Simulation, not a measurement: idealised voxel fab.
The process module presented herein is designated voxel released beams.
It is cross-section cut that appears here, measuring 280 nm in width, its square cells being 5 nm in size.
In what follows, cross-sections appear as grids of square cells, described through bands that run from the top down, where every band is one or more rows of cells. In this notation a band is specified by the heights of its top and bottom, in that order and in nm, after which its materials appear from left to right, each paired with its width in nm. The word "full width" attached to a single material means that material fills the band from edge to edge; the word "empty" stands for empty space. Beneath 0, the wafer as received is one material, and that level is where height counting begins. The lowest band goes on downward without a bottom; it is written like "z 0 and below". You'd read "30 to 40" like this: the band's top row of cells is as wide as the first number, its bottom row is as wide as the second, and going down, every row changes width by the same amount as the row before did. Where the words "remained unchanged" appear for a step, the cross-section shows no cell changed by that step; every cell remained as before. Basically, "Cavities, closed" tells you about the enclosed voids: empty spaces with no open way to the top, 8 cells or bigger, each written width x height at distance, where distance is from the left edge, all in nm. On each step's line, the part that comes after the settings is the simulator's own comment on the step. overlay nm, on a step with a mask: how far to the right of its planned place the mask lay; to the left if negative.
# The following list gives the planned process steps
step 1: RECEIVE with material Si
step 2: CONFORMAL_DEP with material SiN, thk nm 5
step 3: DIRECTIONAL_DEP with material SiO2, thk nm 20
step 4: PATTERN with tone open, mask id ANCHOR, material resist, width nm 30, thk nm 15, overlay nm 0
step 5: DIRECTIONAL_ETCH with etch materials SiO2, depth nm 20
step 6: STRIP with etch materials resist
step 7: CONFORMAL_DEP with material TiN, thk nm 10
step 8: DIRECTIONAL_DEP with material aC, thk nm 10
step 9: PATTERN with tone cover, mask id BEAM, material resist, width nm 105, thk nm 30, overlay nm 0
step 10: DIRECTIONAL_ETCH with etch materials aC, depth nm 10
step 11: STRIP with etch materials resist
step 12: DIRECTIONAL_ETCH with etch materials TiN, depth nm 10
step 13: STRIP with etch materials aC
step 14: STRIP with etch materials SiO2
# Delivered wafer in cross-section: state after step 1
z 0 and below  Si full width
Cavities, closed: none
# Here's the cross-section of the first of our two wafers at the end of the module - it ran as planned
z 35 to 25  empty 85 nm  TiN 15 nm  empty 10 nm  TiN 80 nm  empty 90 nm
z 25 to 15  empty 90 nm  TiN 10 nm  empty 10 nm  TiN 10 nm  empty 160 nm
z 15 to 5  empty 90 nm  TiN 30 nm  empty 160 nm
z 5 to 0  SiN full width
z 0 and below  Si full width
Cavities, closed: none
# Here is the second of the two wafers cut open at the end of the module - same start, same plan as the first one, but we made one mistake running it
z 35 to 25  empty 85 nm  TiN 105 nm  empty 90 nm
z 25 to 20  SiN full width
z 20 to 0  SiO2 full width
z 0 and below  Si full width
Cavities, closed: none
In executing the process, a mistake was made relative to the plan: step 2 ran in the slot meant for step 3, and vice versa
Wrapping up, a cell-based count of both wafers puts the second over or under the first for these materials: SiO2 +224 | TiN -16
